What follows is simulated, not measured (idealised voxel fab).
A process module follows: voxel plated lines.
Cross-section cut spans 290 nm and uses square cells 5 nm in size.
A cross-section is written here as square cells arranged in a grid, and it is given in bands from the top down, each band taking up one or more rows of cells.
Heads up on the band format: heights come first, top then bottom, in nm. After that it's the materials left to right, each with its width in nm. A single material flagged "all across" fills the whole band edge to edge, and "air" means there's empty space there.
Beneath 0, the wafer as received is one material, and that level is where height counting begins. The lowest band goes on downward without a bottom; it is written like "top 0, no bottom".
You'd read "30..40" like this: the band's top row of cells is as wide as the first number, its bottom row is as wide as the second, and going down, every row changes width by the same amount as the row before did.
"remained unchanged" after a step means that no cell of the cross-section changed.
"Catalogued sealed voids" - sealed voids, min. 8 cells, no opening to top; format: width x height at distance (distance from left edge; nm throughout).
Note: text after step settings on the step line = simulator remark on that step.
The optional step-line setting "overlay nm" applies to steps with a mask and quantifies how far to the right of its planned location the mask lay, a negative value indicating leftward placement.
## Intended process steps
1 RECEIVE [material Si]
2 CONFORMAL_DEP [material Al2O3] [thk nm 10]
3 DIRECTIONAL_DEP [material TiN] [thk nm 5]
4 PATTERN [tone open] [mask id LINES] [material resist] [width nm 30] [pitch nm 60] [thk nm 40] [overlay nm 0]
5 EPI [material Ru] [thk nm 5]
6 EPI [material Ru] [thk nm 5]
7 EPI [material Ru] [thk nm 5]
8 STRIP [etch materials resist]
9 DIRECTIONAL_ETCH [etch materials TiN] [depth nm 5]
10 CONFORMAL_DEP [material SiO2] [thk nm 5]
## Shown in cross-section is the wafer as received, that is, as it stands after step 1
	top 0, no bottom | Si all across
	Catalogued sealed voids: none
## Below is the wafer in cross-section after the module was completed. It began from the starting point shown above and followed the plan shown above, except that one mistake was made while running it
	top 35, bottom 30 | 105 of SiO2 / 20 of air / 40 of SiO2 / 20 of air / 105 of SiO2
	top 30, bottom 15 | 100 of Ru / 5 of SiO2 / 20 of air / 5 of SiO2 / 30 of Ru / 5 of SiO2 / 20 of air / 5 of SiO2 / 100 of Ru
	top 15, bottom 10 | 100 of TiN / 30 of SiO2 / 30 of TiN / 30 of SiO2 / 100 of TiN
	top 10, bottom 0 | Al2O3 all across
	top 0, no bottom | Si all across
	Catalogued sealed voids: none
Run error: in deviation from the planned setting, step 4 was conducted as PATTERN [tone cover] [mask id LINES] [material resist] [width nm 30] [pitch nm 60] [thk nm 40] [overlay nm 0]
